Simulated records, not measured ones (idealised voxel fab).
Documented hereafter: the process module known as voxel air gaps.
Cross-section cut: width 295 nm, square cells of 5 nm.
The cross-sections in this document take the form of a grid made of square cells. They are written out as bands, in order from top to bottom. Each band consists of one or more rows of cells.
Band: top height; bottom height; in nm. Then, left to right: material with width in nm, for each material. "full width": a single material spanning edge to edge. "empty": empty space.
Basically, 0 is our baseline, since under it the wafer straight out of the box is all one material. The bottom band has no lower end and keeps on going down, so it looks like "0 nm and below".
The notation "30..40" denotes a width that varies across the rows of cells in the band, beginning at the first number in the top row, finishing at the second number in the bottom row, and changing by an identical amount from each row to the next.
Key: "identical to before" - step with no changed cell in the cross-section.
Closed-off voids of 8+ cells (no open route to the top) go in "Fully enclosed voids", written width x height at distance from the left edge, in nm.
Read whatever lies past the settings on a step's line as the simulator's own remark about the step.
The optional step-line setting "overlay nm" applies to steps with a mask and quantifies how far to the right of its planned location the mask lay, a negative value indicating leftward placement.
-- Planned step list for the process
1. RECEIVE: material Si
2. CONFORMAL_DEP: material SiO2, thk nm 10
3. CONFORMAL_DEP: material SiCN, thk nm 5
4. DIRECTIONAL_DEP: material SiO2, thk nm 30
5. PATTERN: tone open, mask id LINES, material resist, width nm 25, pitch nm 55, thk nm 15, overlay nm 0
6. DIRECTIONAL_ETCH: etch materials SiO2, depth nm 30
7. STRIP: etch materials resist
8. CONFORMAL_DEP: material TiN, thk nm 5
9. FILL_DEP: material Ru, thk nm 5
10. CMP: height nm 45
11. EPI: material Ru, thk nm 10
12. SELECTIVE_ETCH: etch materials SiO2, depth nm 40
13. CONFORMAL_DEP: material SiCN, thk nm 5
-- As-received state of the wafer in cross-section, equivalent to post-step 1
	0 nm and below | Si full width
	Fully enclosed voids: none
-- First wafer of two, sectioned at end of module; run went per plan
	60 nm to 55 nm | empty: 35 / SiCN: 220 / empty: 40
	55 nm to 45 nm | empty: 35 / SiCN: 5 / Ru: 45 / SiCN: 10 / Ru: 45 / SiCN: 10 / Ru: 45 / SiCN: 10 / Ru: 45 / SiCN: 5 / empty: 40
	45 nm to 40 nm | empty: 35 / SiCN: 15 / TiN: 5 / Ru: 15 / TiN: 5 / SiCN: 30 / TiN: 5 / Ru: 15 / TiN: 5 / SiCN: 30 / TiN: 5 / Ru: 15 / TiN: 5 / SiCN: 30 / TiN: 5 / Ru: 15 / TiN: 5 / SiCN: 15 / empty: 40
	40 nm to 20 nm | empty: 45 / SiCN: 5 / TiN: 5 / Ru: 15 / TiN: 5 / SiCN: 5 / empty: 20 / SiCN: 5 / TiN: 5 / Ru: 15 / TiN: 5 / SiCN: 5 / empty: 20 / SiCN: 5 / TiN: 5 / Ru: 15 / TiN: 5 / SiCN: 5 / empty: 20 / SiCN: 5 / TiN: 5 / Ru: 15 / TiN: 5 / SiCN: 5 / empty: 50
	20 nm to 15 nm | SiCN: 50 / TiN: 25 / SiCN: 30 / TiN: 25 / SiCN: 30 / TiN: 25 / SiCN: 30 / TiN: 25 / SiCN: 55
	15 nm to 10 nm | SiCN full width
	10 nm to 0 nm | SiO2 full width
	0 nm and below | Si full width
	Fully enclosed voids: 20 x 20 at 80; 20 x 20 at 135; 20 x 20 at 190
-- Second wafer of the two, sectioned at the end of the module. It began like the first and followed the same plan, but one mistake was made while running it
	60 nm to 55 nm | empty: 25 / SiCN: 220 / empty: 50
	55 nm to 45 nm | empty: 25 / SiCN: 5 / Ru: 45 / SiCN: 10 / Ru: 45 / SiCN: 10 / Ru: 45 / SiCN: 10 / Ru: 45 / SiCN: 5 / empty: 50
	45 nm to 40 nm | empty: 25 / SiCN: 15 / TiN: 5 / Ru: 15 / TiN: 5 / SiCN: 30 / TiN: 5 / Ru: 15 / TiN: 5 / SiCN: 30 / TiN: 5 / Ru: 15 / TiN: 5 / SiCN: 30 / TiN: 5 / Ru: 15 / TiN: 5 / SiCN: 15 / empty: 50
	40 nm to 20 nm | empty: 35 / SiCN: 5 / TiN: 5 / Ru: 15 / TiN: 5 / SiCN: 5 / empty: 20 / SiCN: 5 / TiN: 5 / Ru: 15 / TiN: 5 / SiCN: 5 / empty: 20 / SiCN: 5 / TiN: 5 / Ru: 15 / TiN: 5 / SiCN: 5 / empty: 20 / SiCN: 5 / TiN: 5 / Ru: 15 / TiN: 5 / SiCN: 5 / empty: 60
	20 nm to 15 nm | SiCN: 40 / TiN: 25 / SiCN: 30 / TiN: 25 / SiCN: 30 / TiN: 25 / SiCN: 30 / TiN: 25 / SiCN: 65
	15 nm to 10 nm | SiCN full width
	10 nm to 0 nm | SiO2 full width
	0 nm and below | Si full width
	Fully enclosed voids: 20 x 20 at 70; 20 x 20 at 125; 20 x 20 at 180
The plan and the run diverged here: step 5 ran with different settings than intended, the actual operation and settings being PATTERN: tone open, mask id LINES, material resist, width nm 25, pitch nm 55, thk nm 15, overlay nm -10
End check, second vs first wafer: material counts in cells match, positions do not.
